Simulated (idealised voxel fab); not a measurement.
Documented hereafter: the process module known as voxel capacitor over wiring.
cross-section cut | 175 nm wide | cells 5 nm
A cross-section is a grid of square cells, given in bands from the top down. A band is one or more rows of cells.
Band: top and bottom heights (nm) first, top before bottom; then materials from left to right, widths in nm. "full width" marks a sole material filling the band edge to edge. "blank" denotes empty space.
Note: height 0 marks the level under which the wafer is uniformly one material as received. Lowest band unbounded below, written "0 nm and below".
A width such as "30 to 40" changes by the same amount from each row of cells to the next, from the band's top row to its bottom row.
Where the words "remained the same" appear for a step, the cross-section shows no cell changed by that step; every cell remained as before.
The list in "Closed-off voids" covers empty spaces of 8 cells or more that cannot reach the top through any open way, and it gives each as width x height at distance; the distance is from the left edge, and width, height and distance are in nm.
Where a step's line continues beyond its settings, the continuation is a remark by the simulator itself on that step.
Among the settings permitted on a step's line is "overlay nm"; applied to a step with a mask, it specifies the extent to which the mask lay to the right of its planned position, whereas a negative figure signifies a position to the left.

**The planned process steps are enumerated hereunder**
1,RECEIVE [material Si]
2,CONFORMAL_DEP [material SiO2] [thk nm 10]
3,DIRECTIONAL_DEP [material TiN] [thk nm 5]
4,DIRECTIONAL_DEP [material W] [thk nm 15]
5,PATTERN [tone cover] [mask id METAL_1] [material resist] [width nm 25] [pitch nm 75] [thk nm 20] [overlay nm 0]
6,DIRECTIONAL_ETCH [etch materials W] [depth nm 15]
7,DIRECTIONAL_ETCH [etch materials TiN] [depth nm 5]
8,STRIP [etch materials resist]
9,CONFORMAL_DEP [material SiCN] [thk nm 5]
10,FILL_DEP [material lowk] [thk nm 5]
11,CMP [height nm 30]
12,CONFORMAL_DEP [material SiCN] [thk nm 5]
13,DIRECTIONAL_DEP [material lowk] [thk nm 10]
14,DIRECTIONAL_DEP [material aC] [thk nm 15]
15,PATTERN [tone open] [mask id PLUG_1] [material resist] [width nm 15] [thk nm 35] [overlay nm 0]
16,DIRECTIONAL_ETCH [etch materials aC] [depth nm 15]
17,STRIP [etch materials resist]
18,DIRECTIONAL_ETCH [etch materials lowk] [depth nm 10]
19,DIRECTIONAL_ETCH [etch materials SiCN] [depth nm 5]
20,STRIP [etch materials aC]
21,EPI [material Ru] [thk nm 10]
22,EPI [material Ru] [thk nm 5]
23,DIRECTIONAL_DEP [material TiN] [thk nm 5]
24,DIRECTIONAL_DEP [material Al2O3] [thk nm 5]
25,DIRECTIONAL_DEP [material TiN] [thk nm 5]
26,MASKED_ETCH [tone cover] [mask id UPPER_PLATE] [width nm 55] [etch materials TiN] [depth nm 5] [overlay nm 0]
27,MASKED_ETCH [tone cover] [mask id UPPER_PLATE] [width nm 55] [etch materials Al2O3] [depth nm 5] [overlay nm 0]
28,PATTERN [tone cover] [mask id LOWER_PLATE] [material resist] [width nm 65] [thk nm 20] [overlay nm 0]
29,DIRECTIONAL_ETCH [etch materials TiN] [depth nm 5]
30,STRIP [etch materials resist]
31,FILL_DEP [material SiO2] [thk nm 20]
32,CMP [height nm 75]
33,PATTERN [tone open] [mask id PLUG_2] [material resist] [width nm 15] [thk nm 20] [overlay nm 0]
34,DIRECTIONAL_ETCH [etch materials SiO2] [depth nm 15]
35,STRIP [etch materials resist]
36,CONFORMAL_DEP [material TiN] [thk nm 5]
37,FILL_DEP [material W] [thk nm 5]
38,CMP [height nm 75]
39,CONFORMAL_DEP [material SiCN] [thk nm 5]

**Cross-section, incoming material, after step 1**
    0 nm and below = Si full width
    Closed-off voids: none

**Wafer at module end, in section. Began as above, planned as above, run with one mistake**
    80 nm to 75 nm = SiCN full width
    75 nm to 65 nm = SiO2 (55 to 45) / TiN (15 to 25) / SiO2 (105)
    65 nm to 60 nm = SiO2 (45) / Al2O3 (25) / SiO2 (105)
    60 nm to 55 nm = SiO2 (40) / TiN (60) / SiO2 (75)
    55 nm to 50 nm = SiO2 (35) / Ru (35) / Al2O3 (30) / SiO2 (75)
    50 nm to 45 nm = SiO2 (35) / Ru (35) / TiN (35) / SiO2 (70)
    45 nm to 35 nm = lowk (45) / Ru (15) / lowk (115)
    35 nm to 30 nm = SiCN (45) / Ru (15) / SiCN (115)
    30 nm to 15 nm = lowk (30) / SiCN (5) / W (25) / SiCN (5) / lowk (40) / SiCN (5) / W (25) / SiCN (5) / lowk (35)
    15 nm to 10 nm = SiCN (35) / TiN (25) / SiCN (50) / TiN (25) / SiCN (40)
    10 nm to 0 nm = SiO2 full width
    0 nm and below = Si full width
    Closed-off voids: none
what went wrong: step 21 of the plan saw execution twice
